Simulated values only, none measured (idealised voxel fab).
process module | voxel wiring stack
Pictured: cross-section cut, 195 nm wide, on a grid of 5 nm square cells.
When this document writes out a cross-section, it uses a grid of square cells and lists it as bands, beginning at the top and moving down, with a band standing for one or more rows of cells. Band: top height; bottom height; in nm. Then, left to right: material with width in nm, for each material. "everywhere": a single material spanning edge to edge. "air": empty space. It should be noted that heights are counted from 0, beneath which the wafer as supplied is of one material throughout, and that the lowest band possesses no lower boundary but continues downward, as written in "top 0, no bottom". The width entry "30 to 40" should be interpreted row by row: the top row of cells in the band takes the first number, the bottom row takes the second number, and the change between adjacent rows is uniform throughout. Where a step carries "nothing altered", the cross-section came out of it unchanged, cell for cell. "Unvented voids": sealed empty spaces, 8 cells or more, no open way to top, listed width x height at distance, with distance from the left edge and width, height and distance in nm. Anything after a step's settings on that line? It's the simulator's own note about the step. The line of a step may include "overlay nm". On a step with a mask, this value is how far to the right of its planned place the mask lay. A negative value means the mask lay to the left.

### Intended process steps
1,RECEIVE,material Si
2,CONFORMAL_DEP,material SiO2,thk nm 10
3,CONFORMAL_DEP,material SiN,thk nm 5
4,DIRECTIONAL_DEP,material SiO2,thk nm 15
5,DIRECTIONAL_DEP,material aC,thk nm 15
6,PATTERN,tone open,mask id METAL_1,material resist,width nm 25,pitch nm 40,thk nm 35,overlay nm 0
7,DIRECTIONAL_ETCH,etch materials aC,depth nm 15
8,STRIP,etch materials resist
9,DIRECTIONAL_ETCH,etch materials SiO2,depth nm 15
10,DIRECTIONAL_ETCH,etch materials SiN,depth nm 5
11,STRIP,etch materials aC
12,CONFORMAL_DEP,material TiN,thk nm 5
13,FILL_DEP,material W,thk nm 10
14,CMP,height nm 30
15,EPI,material Ru,thk nm 5
16,FILL_DEP,material SiCN,thk nm 5
17,DIRECTIONAL_DEP,material lowk,thk nm 15
18,DIRECTIONAL_DEP,material aC,thk nm 10
19,PATTERN,tone open,mask id PLUG_1,material resist,width nm 15,pitch nm 40,thk nm 30,overlay nm 0
20,DIRECTIONAL_ETCH,etch materials aC,depth nm 10
21,STRIP,etch materials resist
22,DIRECTIONAL_ETCH,etch materials lowk,depth nm 15
23,DIRECTIONAL_ETCH,etch materials SiCN,depth nm 5
24,STRIP,etch materials aC
25,CONFORMAL_DEP,material TiN,thk nm 5
26,FILL_DEP,material W,thk nm 10
27,CMP,height nm 55
28,CONFORMAL_DEP,material SiN,thk nm 5
29,DIRECTIONAL_DEP,material SiO2,thk nm 20
30,MASKED_ETCH,tone open,mask id METAL_2,width nm 25,pitch nm 40,etch materials SiO2,depth nm 20,overlay nm 0
31,MASKED_ETCH,tone open,mask id METAL_2,width nm 25,pitch nm 40,etch materials SiN,depth nm 5,overlay nm 0
32,CONFORMAL_DEP,material TiN,thk nm 5
33,FILL_DEP,material Cu,thk nm 5
34,CMP,height nm 80
35,CONFORMAL_DEP,material SiCN,thk nm 5
36,DIRECTIONAL_DEP,material SiO2,thk nm 20
37,DIRECTIONAL_DEP,material aC,thk nm 15
38,PATTERN,tone open,mask id PLUG_2,material resist,width nm 15,pitch nm 40,thk nm 30,overlay nm 0
39,DIRECTIONAL_ETCH,etch materials aC,depth nm 15
40,STRIP,etch materials resist
41,DIRECTIONAL_ETCH,etch materials SiO2,depth nm 20
42,DIRECTIONAL_ETCH,etch materials SiCN,depth nm 5
43,STRIP,etch materials aC
44,CONFORMAL_DEP,material TiN,thk nm 5
45,FILL_DEP,material W,thk nm 10
46,CMP,height nm 105
47,DIRECTIONAL_DEP,material TiN,thk nm 5
48,DIRECTIONAL_DEP,material W,thk nm 25
49,PATTERN,tone cover,mask id METAL_3,material resist,width nm 25,pitch nm 40,thk nm 20,overlay nm 0
50,DIRECTIONAL_ETCH,etch materials W,depth nm 25
51,DIRECTIONAL_ETCH,etch materials TiN,depth nm 5
52,STRIP,etch materials resist
53,FILL_DEP,material lowk,thk nm 5
54,CMP,height nm 135
55,CONFORMAL_DEP,material SiN,thk nm 5

### First wafer of two (run as planned)

### Incoming wafer, cross-sectional view, post step 1
  top 0, no bottom | Si everywhere
  Unvented voids: none

### The wafer in cross-section once step 2 is complete
  top 10, bottom 0 | SiO2 everywhere
  Beneath the level 0, the cross-section is identical to its previous state.

### The wafer in cross-section once step 3 is complete
  top 15, bottom 10 | SiN everywhere
  Beneath the level 10, the cross-section is identical to its previous state.

### The wafer in cross-section once step 4 is complete
  top 30, bottom 15 | SiO2 everywhere
  Beneath the level 15, the cross-section is identical to its previous state.

### The wafer in cross-section once step 5 is complete
  top 45, bottom 30 | aC everywhere
  Beneath the level 30, the cross-section is identical to its previous state.

### The wafer in cross-section once step 6 is complete
  top 80, bottom 45 | resist: 45, then air: 25, then resist: 15, then air: 25, then resist: 15, then air: 25, then resist: 45
  Beneath the level 45, the cross-section is identical to its previous state.

### The wafer in cross-section once step 7 is complete
  top 65, bottom 45 | resist: 45, then air: 25, then resist: 15, then air: 25, then resist: 15, then air: 25, then resist: 45
  top 45, bottom 30 | aC: 45, then air: 25, then aC: 15, then air: 25, then aC: 15, then air: 25, then aC: 45
  Beneath the level 30, the cross-section is identical to its previous state.

### The wafer in cross-section once step 8 is complete
  top 45, bottom 30 | aC: 45, then air: 25, then aC: 15, then air: 25, then aC: 15, then air: 25, then aC: 45
  Beneath the level 30, the cross-section is identical to its previous state.

### The wafer in cross-section once step 9 is complete
  top 45, bottom 30 | aC: 45, then air: 25, then aC: 15, then air: 25, then aC: 15, then air: 25, then aC: 45
  top 30, bottom 15 | SiO2: 45, then air: 25, then SiO2: 15, then air: 25, then SiO2: 15, then air: 25, then SiO2: 45
  Beneath the level 15, the cross-section is identical to its previous state.

### The wafer in cross-section once step 10 is complete
  top 45, bottom 30 | aC: 45, then air: 25, then aC: 15, then air: 25, then aC: 15, then air: 25, then aC: 45
  top 30, bottom 15 | SiO2: 45, then air: 25, then SiO2: 15, then air: 25, then SiO2: 15, then air: 25, then SiO2: 45
  top 15, bottom 10 | SiN: 45, then air: 25, then SiN: 15, then air: 25, then SiN: 15, then air: 25, then SiN: 45
  Beneath the level 10, the cross-section is identical to its previous state.

### The wafer in cross-section once step 11 is complete
  top 30, bottom 15 | SiO2: 45, then air: 25, then SiO2: 15, then air: 25, then SiO2: 15, then air: 25, then SiO2: 45
  Beneath the level 15, the cross-section is identical to its previous state.

### The wafer in cross-section once step 12 is complete
  top 35, bottom 30 | TiN: 50, then air: 15, then TiN: 25, then air: 15, then TiN: 25, then air: 15, then TiN: 50
  top 30, bottom 15 | SiO2: 45, then TiN: 5, then air: 15, then TiN: 5, then SiO2: 15, then TiN: 5, then air: 15, then TiN: 5, then SiO2: 15, then TiN: 5, then air: 15, then TiN: 5, then SiO2: 45
  top 15, bottom 10 | SiN: 45, then TiN: 25, then SiN: 15, then TiN: 25, then SiN: 15, then TiN: 25, then SiN: 45
  Beneath the level 10, the cross-section is identical to its previous state.

### The wafer in cross-section once step 13 is complete
  top 45, bottom 35 | W everywhere
  top 35, bottom 30 | TiN: 50, then W: 15, then TiN: 25, then W: 15, then TiN: 25, then W: 15, then TiN: 50
  top 30, bottom 15 | SiO2: 45, then TiN: 5, then W: 15, then TiN: 5, then SiO2: 15, then TiN: 5, then W: 15, then TiN: 5, then SiO2: 15, then TiN: 5, then W: 15, then TiN: 5, then SiO2: 45
  Beneath the level 15, the cross-section is identical to its previous state.

### The wafer in cross-section once step 14 is complete
  top 30, bottom 15 | SiO2: 45, then TiN: 5, then W: 15, then TiN: 5, then SiO2: 15, then TiN: 5, then W: 15, then TiN: 5, then SiO2: 15, then TiN: 5, then W: 15, then TiN: 5, then SiO2: 45
  Beneath the level 15, the cross-section is identical to its previous state.

### The wafer in cross-section once step 15 is complete
  top 35, bottom 30 | air: 40, then Ru: 35, then air: 5, then Ru: 35, then air: 5, then Ru: 35, then air: 40
  Beneath the level 30, the cross-section is identical to its previous state.

### The wafer in cross-section once step 16 is complete
  top 40, bottom 35 | SiCN everywhere
  top 35, bottom 30 | SiCN: 40, then Ru: 35, then SiCN: 5, then Ru: 35, then SiCN: 5, then Ru: 35, then SiCN: 40
  Beneath the level 30, the cross-section is identical to its previous state.

### The wafer in cross-section once step 17 is complete
  top 55, bottom 40 | lowk everywhere
  Beneath the level 40, the cross-section is identical to its previous state.

### The wafer in cross-section once step 18 is complete
  top 65, bottom 55 | aC everywhere
  Beneath the level 55, the cross-section is identical to its previous state.

### The wafer in cross-section once step 19 is complete
  top 95, bottom 65 | resist: 45, then air: 15, then resist: 25, then air: 15, then resist: 25, then air: 15, then resist: 55
  Beneath the level 65, the cross-section is identical to its previous state.

### The wafer in cross-section once step 20 is complete
  top 85, bottom 65 | resist: 45, then air: 15, then resist: 25, then air: 15, then resist: 25, then air: 15, then resist: 55
  top 65, bottom 55 | aC: 45, then air: 15, then aC: 25, then air: 15, then aC: 25, then air: 15, then aC: 55
  Beneath the level 55, the cross-section is identical to its previous state.

### The wafer in cross-section once step 21 is complete
  top 65, bottom 55 | aC: 45, then air: 15, then aC: 25, then air: 15, then aC: 25, then air: 15, then aC: 55
  Beneath the level 55, the cross-section is identical to its previous state.

### The wafer in cross-section once step 22 is complete
  top 65, bottom 55 | aC: 45, then air: 15, then aC: 25, then air: 15, then aC: 25, then air: 15, then aC: 55
  top 55, bottom 40 | lowk: 45, then air: 15, then lowk: 25, then air: 15, then lowk: 25, then air: 15, then lowk: 55
  Beneath the level 40, the cross-section is identical to its previous state.

### The wafer in cross-section once step 23 is complete
  top 65, bottom 55 | aC: 45, then air: 15, then aC: 25, then air: 15, then aC: 25, then air: 15, then aC: 55
  top 55, bottom 40 | lowk: 45, then air: 15, then lowk: 25, then air: 15, then lowk: 25, then air: 15, then lowk: 55
  top 40, bottom 35 | SiCN: 45, then air: 15, then SiCN: 25, then air: 15, then SiCN: 25, then air: 15, then SiCN: 55
  Beneath the level 35, the cross-section is identical to its previous state.

### The wafer in cross-section once step 24 is complete
  top 55, bottom 40 | lowk: 45, then air: 15, then lowk: 25, then air: 15, then lowk: 25, then air: 15, then lowk: 55
  Beneath the level 40, the cross-section is identical to its previous state.

### The wafer in cross-section once step 25 is complete
  top 60, bottom 55 | TiN: 50, then air: 5, then TiN: 35, then air: 5, then TiN: 35, then air: 5, then TiN: 60
  top 55, bottom 40 | lowk: 45, then TiN: 5, then air: 5, then TiN: 5, then lowk: 25, then TiN: 5, then air: 5, then TiN: 5, then lowk: 25, then TiN: 5, then air: 5, then TiN: 5, then lowk: 55
  top 40, bottom 35 | SiCN: 45, then TiN: 15, then SiCN: 25, then TiN: 15, then SiCN: 25, then TiN: 15, then SiCN: 55
  Beneath the level 35, the cross-section is identical to its previous state.

### The wafer in cross-section once step 26 is complete
  top 70, bottom 60 | W everywhere
  top 60, bottom 55 | TiN: 50, then W: 5, then TiN: 35, then W: 5, then TiN: 35, then W: 5, then TiN: 60
  top 55, bottom 40 | lowk: 45, then TiN: 5, then W: 5, then TiN: 5, then lowk: 25, then TiN: 5, then W: 5, then TiN: 5, then lowk: 25, then TiN: 5, then W: 5, then TiN: 5, then lowk: 55
  Beneath the level 40, the cross-section is identical to its previous state.

### The wafer in cross-section once step 27 is complete
  top 55, bottom 40 | lowk: 45, then TiN: 5, then W: 5, then TiN: 5, then lowk: 25, then TiN: 5, then W: 5, then TiN: 5, then lowk: 25, then TiN: 5, then W: 5, then TiN: 5, then lowk: 55
  Beneath the level 40, the cross-section is identical to its previous state.

### The wafer in cross-section once step 28 is complete
  top 60, bottom 55 | SiN everywhere
  Beneath the level 55, the cross-section is identical to its previous state.

### The wafer in cross-section once step 29 is complete
  top 80, bottom 60 | SiO2 everywhere
  Beneath the level 60, the cross-section is identical to its previous state.

### The wafer in cross-section once step 30 is complete
  top 80, bottom 60 | SiO2: 45, then air: 25, then SiO2: 15, then air: 25, then SiO2: 15, then air: 25, then SiO2: 45
  Beneath the level 60, the cross-section is identical to its previous state.

### The wafer in cross-section once step 31 is complete
  top 80, bottom 60 | SiO2: 45, then air: 25, then SiO2: 15, then air: 25, then SiO2: 15, then air: 25, then SiO2: 45
  top 60, bottom 55 | SiN: 45, then air: 25, then SiN: 15, then air: 25, then SiN: 15, then air: 25, then SiN: 45
  Beneath the level 55, the cross-section is identical to its previous state.

### The wafer in cross-section once step 32 is complete
  top 85, bottom 80 | TiN: 50, then air: 15, then TiN: 25, then air: 15, then TiN: 25, then air: 15, then TiN: 50
  top 80, bottom 60 | SiO2: 45, then TiN: 5, then air: 15, then TiN: 5, then SiO2: 15, then TiN: 5, then air: 15, then TiN: 5, then SiO2: 15, then TiN: 5, then air: 15, then TiN: 5, then SiO2: 45
  top 60, bottom 55 | SiN: 45, then TiN: 25, then SiN: 15, then TiN: 25, then SiN: 15, then TiN: 25, then SiN: 45
  Beneath the level 55, the cross-section is identical to its previous state.

### The wafer in cross-section once step 33 is complete
  top 90, bottom 85 | Cu everywhere
  top 85, bottom 80 | TiN: 50, then Cu: 15, then TiN: 25, then Cu: 15, then TiN: 25, then Cu: 15, then TiN: 50
  top 80, bottom 60 | SiO2: 45, then TiN: 5, then Cu: 15, then TiN: 5, then SiO2: 15, then TiN: 5, then Cu: 15, then TiN: 5, then SiO2: 15, then TiN: 5, then Cu: 15, then TiN: 5, then SiO2: 45
  Beneath the level 60, the cross-section is identical to its previous state.

### The wafer in cross-section once step 34 is complete
  top 80, bottom 60 | SiO2: 45, then TiN: 5, then Cu: 15, then TiN: 5, then SiO2: 15, then TiN: 5, then Cu: 15, then TiN: 5, then SiO2: 15, then TiN: 5, then Cu: 15, then TiN: 5, then SiO2: 45
  Beneath the level 60, the cross-section is identical to its previous state.

### The wafer in cross-section once step 35 is complete
  top 85, bottom 80 | SiCN everywhere
  Beneath the level 80, the cross-section is identical to its previous state.

### The wafer in cross-section once step 36 is complete
  top 105, bottom 85 | SiO2 everywhere
  Beneath the level 85, the cross-section is identical to its previous state.

### The wafer in cross-section once step 37 is complete
  top 120, bottom 105 | aC everywhere
  Beneath the level 105, the cross-section is identical to its previous state.

### The wafer in cross-section once step 38 is complete
  top 150, bottom 120 | resist: 45, then air: 15, then resist: 25, then air: 15, then resist: 25, then air: 15, then resist: 55
  Beneath the level 120, the cross-section is identical to its previous state.

### The wafer in cross-section once step 39 is complete
  top 135, bottom 120 | resist: 45, then air: 15, then resist: 25, then air: 15, then resist: 25, then air: 15, then resist: 55
  top 120, bottom 105 | aC: 45, then air: 15, then aC: 25, then air: 15, then aC: 25, then air: 15, then aC: 55
  Beneath the level 105, the cross-section is identical to its previous state.

### The wafer in cross-section once step 40 is complete
  top 120, bottom 105 | aC: 45, then air: 15, then aC: 25, then air: 15, then aC: 25, then air: 15, then aC: 55
  Beneath the level 105, the cross-section is identical to its previous state.

### The wafer in cross-section once step 41 is complete
  top 120, bottom 105 | aC: 45, then air: 15, then aC: 25, then air: 15, then aC: 25, then air: 15, then aC: 55
  top 105, bottom 85 | SiO2: 45, then air: 15, then SiO2: 25, then air: 15, then SiO2: 25, then air: 15, then SiO2: 55
  Beneath the level 85, the cross-section is identical to its previous state.

### The wafer in cross-section once step 42 is complete
  top 120, bottom 105 | aC: 45, then air: 15, then aC: 25, then air: 15, then aC: 25, then air: 15, then aC: 55
  top 105, bottom 85 | SiO2: 45, then air: 15, then SiO2: 25, then air: 15, then SiO2: 25, then air: 15, then SiO2: 55
  top 85, bottom 80 | SiCN: 45, then air: 15, then SiCN: 25, then air: 15, then SiCN: 25, then air: 15, then SiCN: 55
  Beneath the level 80, the cross-section is identical to its previous state.

### The wafer in cross-section once step 43 is complete
  top 105, bottom 85 | SiO2: 45, then air: 15, then SiO2: 25, then air: 15, then SiO2: 25, then air: 15, then SiO2: 55
  Beneath the level 85, the cross-section is identical to its previous state.

### The wafer in cross-section once step 44 is complete
  top 110, bottom 105 | TiN: 50, then air: 5, then TiN: 35, then air: 5, then TiN: 35, then air: 5, then TiN: 60
  top 105, bottom 85 | SiO2: 45, then TiN: 5, then air: 5, then TiN: 5, then SiO2: 25, then TiN: 5, then air: 5, then TiN: 5, then SiO2: 25, then TiN: 5, then air: 5, then TiN: 5, then SiO2: 55
  top 85, bottom 80 | SiCN: 45, then TiN: 15, then SiCN: 25, then TiN: 15, then SiCN: 25, then TiN: 15, then SiCN: 55
  Beneath the level 80, the cross-section is identical to its previous state.

### The wafer in cross-section once step 45 is complete
  top 120, bottom 110 | W everywhere
  top 110, bottom 105 | TiN: 50, then W: 5, then TiN: 35, then W: 5, then TiN: 35, then W: 5, then TiN: 60
  top 105, bottom 85 | SiO2: 45, then TiN: 5, then W: 5, then TiN: 5, then SiO2: 25, then TiN: 5, then W: 5, then TiN: 5, then SiO2: 25, then TiN: 5, then W: 5, then TiN: 5, then SiO2: 55
  Beneath the level 85, the cross-section is identical to its previous state.

### The wafer in cross-section once step 46 is complete
  top 105, bottom 85 | SiO2: 45, then TiN: 5, then W: 5, then TiN: 5, then SiO2: 25, then TiN: 5, then W: 5, then TiN: 5, then SiO2: 25, then TiN: 5, then W: 5, then TiN: 5, then SiO2: 55
  Beneath the level 85, the cross-section is identical to its previous state.

### The wafer in cross-section once step 47 is complete
  top 110, bottom 105 | TiN everywhere
  Beneath the level 105, the cross-section is identical to its previous state.

### The wafer in cross-section once step 48 is complete
  top 135, bottom 110 | W everywhere
  Beneath the level 110, the cross-section is identical to its previous state.

### The wafer in cross-section once step 49 is complete
  top 155, bottom 135 | air: 45, then resist: 25, then air: 15, then resist: 25, then air: 15, then resist: 25, then air: 45
  Beneath the level 135, the cross-section is identical to its previous state.

### The wafer in cross-section once step 50 is complete
  top 155, bottom 135 | air: 45, then resist: 25, then air: 15, then resist: 25, then air: 15, then resist: 25, then air: 45
  top 135, bottom 110 | air: 45, then W: 25, then air: 15, then W: 25, then air: 15, then W: 25, then air: 45
  Beneath the level 110, the cross-section is identical to its previous state.

### The wafer in cross-section once step 51 is complete
  top 155, bottom 135 | air: 45, then resist: 25, then air: 15, then resist: 25, then air: 15, then resist: 25, then air: 45
  top 135, bottom 110 | air: 45, then W: 25, then air: 15, then W: 25, then air: 15, then W: 25, then air: 45
  top 110, bottom 105 | air: 45, then TiN: 25, then air: 15, then TiN: 25, then air: 15, then TiN: 25, then air: 45
  Beneath the level 105, the cross-section is identical to its previous state.

### The wafer in cross-section once step 52 is complete
  top 135, bottom 110 | air: 45, then W: 25, then air: 15, then W: 25, then air: 15, then W: 25, then air: 45
  Beneath the level 110, the cross-section is identical to its previous state.

### The wafer in cross-section once step 53 is complete
  top 140, bottom 135 | lowk everywhere
  top 135, bottom 110 | lowk: 45, then W: 25, then lowk: 15, then W: 25, then lowk: 15, then W: 25, then lowk: 45
  top 110, bottom 105 | lowk: 45, then TiN: 25, then lowk: 15, then TiN: 25, then lowk: 15, then TiN: 25, then lowk: 45
  Beneath the level 105, the cross-section is identical to its previous state.

### The wafer in cross-section once step 54 is complete
  top 135, bottom 110 | lowk: 45, then W: 25, then lowk: 15, then W: 25, then lowk: 15, then W: 25, then lowk: 45
  Beneath the level 110, the cross-section is identical to its previous state.

### The wafer in cross-section once step 55 is complete
  top 140, bottom 135 | SiN everywhere
  Beneath the level 135, the cross-section is identical to its previous state.

### Notes, second wafer: start = first wafer's, plan = first wafer's, execution had one mistake; history identical to first through step 52

### What the second wafer looks like in cross-section when step 53 should have wrapped up
  top 140, bottom 135 | TiN everywhere
  top 135, bottom 110 | TiN: 45, then W: 25, then TiN: 15, then W: 25, then TiN: 15, then W: 25, then TiN: 45
  top 110, bottom 105 | TiN everywhere
  Beneath the level 105, the cross-section is identical to its previous state.

### What the second wafer looks like in cross-section when step 54 should have wrapped up
  top 135, bottom 110 | TiN: 45, then W: 25, then TiN: 15, then W: 25, then TiN: 15, then W: 25, then TiN: 45
  Beneath the level 110, the cross-section is identical to its previous state.

### What the second wafer looks like in cross-section when step 55 should have wrapped up
  top 140, bottom 135 | SiN everywhere
  Beneath the level 135, the cross-section is identical to its previous state.
what went wrong: step 53 ran with different settings than intended, the actual operation and settings being FILL_DEP,material TiN,thk nm 5
In the final state, the cell counts of the second wafer exceed or fall short of those of the first for the following materials: +144 TiN | -144 lowk
